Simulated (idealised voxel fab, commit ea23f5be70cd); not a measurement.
process module | voxel gate over fins
Xsec cut, 280 nm wide, square cell size 5 nm.
Square cells in a grid make up a cross-section in this document, and the grid is given as bands, listed from the top down, each one or more rows of cells. Band entry format. Leading values: height of top, height of bottom, nm. Remainder: materials in left-to-right order, each with its width in nm. Special words: "full width" on a single material, which then fills the band edge to edge; "air", empty space. Height 0 is the level under which the wafer as received is all one material. The lowest band goes on downwards, as in "0 and below". The expression "30->40" gives the width at the extremes of the band, the first number at its top row of cells and the second at its bottom row, with the width changing by equal amounts from each row to the next in between. Where a step carries "no change occurred", the cross-section came out of it unchanged, cell for cell. Entry "Voids lacking openings". Content: empty spaces with no open connection to the top, size 8 cells or greater. Each: width x height at distance. Distance: from left edge. Unit: nm. Heads up: the bit after the settings on a step's line is the simulator's remark on that step. Each step line may optionally specify "overlay nm", which for a step with a mask gives the rightward distance between the mask's planned place and where it lay, a negative value indicating the leftward direction.

STEPS IN THE PROCESS PLAN
1. RECEIVE,material Si
2. CONFORMAL_DEP,material SiN,thk nm 10
3. DIRECTIONAL_DEP,material aC,thk nm 10
4. PATTERN,tone cover,mask id FINS,material resist,width nm 15,pitch nm 60,thk nm 25,overlay nm 0
5. DIRECTIONAL_ETCH,etch materials aC,depth nm 10
6. STRIP,etch materials resist
7. DIRECTIONAL_ETCH,etch materials SiN,depth nm 10
8. DIRECTIONAL_ETCH,etch materials Si,depth nm 30
9. STRIP,etch materials aC
10. OXIDIZE,depth nm 5
11. FILL_DEP,material SiO2,thk nm 5
12. CMP,height nm 10
13. PATTERN,tone open,mask id RAIL,material resist,width nm 15,thk nm 20,overlay nm 0
14. DIRECTIONAL_ETCH,etch materials SiO2,depth nm 35
15. STRIP,etch materials resist
16. CONFORMAL_DEP,material TiN,thk nm 5
17. FILL_DEP,material W,thk nm 10
18. CMP,height nm 10
19. SELECTIVE_ETCH,etch materials W Ru TiN,depth nm 30
20. FILL_DEP,material SiO2,thk nm 5
21. CMP,height nm 10
22. SELECTIVE_ETCH,etch materials SiO2,depth nm 25
23. STRIP,etch materials SiN
24. CONFORMAL_DEP,material HfO2,thk nm 5
25. CONFORMAL_DEP,material TiN,thk nm 5
26. FILL_DEP,material W,thk nm 15
27. CMP,height nm 20
28. CONFORMAL_DEP,material SiCN,thk nm 10

HERE'S WHAT THE WAFER LOOKED LIKE IN CROSS-SECTION WHEN IT ARRIVED - THAT'S AFTER STEP 1
* 0 and below: Si full width
* Voids lacking openings: none

FIRST WAFER OF TWO, SECTIONED AT END OF MODULE; RUN WENT PER PLAN
* 30 down to 20: SiCN full width
* 20 down to 10: W full width
* 10 down to 5: W=65; TiN=25; W=35; TiN=25; W=35; TiN=25; W=70
* 5 down to 0: W=65; TiN=5; HfO2=15; TiN=5; W=35; TiN=5; HfO2=15; TiN=5; W=35; TiN=5; HfO2=15; TiN=5; W=70
* 0 down to -5: W=65; TiN=5; HfO2=5; Si=5; HfO2=5; TiN=5; W=35; TiN=5; HfO2=5; Si=5; HfO2=5; TiN=5; W=35; TiN=5; HfO2=5; Si=5; HfO2=5; TiN=5; W=70
* -5 down to -10: TiN=70; HfO2=5; Si=5; HfO2=5; TiN=45; HfO2=5; Si=5; HfO2=5; TiN=45; HfO2=5; Si=5; HfO2=5; TiN=75
* -10 down to -15: HfO2=75; Si=5; HfO2=55; Si=5; HfO2=55; Si=5; HfO2=80
* -15 down to -20: SiO2=75; Si=5; SiO2=55; Si=5; SiO2=55; Si=5; SiO2=80
* -20 down to -25: SiO2=75; Si=5; SiO2=20; TiN=15; SiO2=20; Si=5; SiO2=55; Si=5; SiO2=80
* -25 down to -35: SiO2=75; Si=5; SiO2=55; Si=5; SiO2=55; Si=5; SiO2=80
* -35 and below: Si full width
* Voids lacking openings: none

SECOND OF TWO WAFERS, MODULE COMPLETE, SECTIONED: IT SHARES THE FIRST WAFER'S START AND PLAN BUT WAS RUN WITH ONE MISTAKE
* 30 down to 20: SiCN full width
* 20 down to 10: W full width
* 10 down to 5: W=65; TiN=25; W=35; TiN=25; W=35; TiN=25; W=70
* 5 down to 0: W=65; TiN=5; HfO2=15; TiN=45; HfO2=15; TiN=5; W=35; TiN=5; HfO2=15; TiN=5; W=70
* 0 down to -5: W=65; TiN=5; HfO2=5; Si=5; HfO2=5; TiN=10; HfO2=25; TiN=10; HfO2=5; Si=5; HfO2=5; TiN=5; W=35; TiN=5; HfO2=5; Si=5; HfO2=5; TiN=5; W=70
* -5 down to -10: TiN=70; HfO2=5; Si=5; HfO2=5; TiN=10; HfO2=5; TiN=5; W=5; TiN=5; HfO2=5; TiN=10; HfO2=5; Si=5; HfO2=5; TiN=45; HfO2=5; Si=5; HfO2=5; TiN=75
* -10 down to -15: HfO2=75; Si=5; HfO2=20; TiN=5; W=5; TiN=5; HfO2=20; Si=5; HfO2=55; Si=5; HfO2=80
* -15 down to -20: SiO2=75; Si=5; SiO2=20; TiN=5; W=5; TiN=5; SiO2=20; Si=5; SiO2=55; Si=5; SiO2=80
* -20 down to -25: SiO2=75; Si=5; SiO2=20; TiN=15; SiO2=20; Si=5; SiO2=55; Si=5; SiO2=80
* -25 down to -35: SiO2=75; Si=5; SiO2=55; Si=5; SiO2=55; Si=5; SiO2=80
* -35 and below: Si full width
* Voids lacking openings: none
The mistake made against the process plan was this: not run: step 18 of the plan (skipped)
The closing comparison, in cells, has the second wafer with more or fewer of some materials than the first: +4 HfO2 | -3 SiO2 | +10 TiN | -11 W
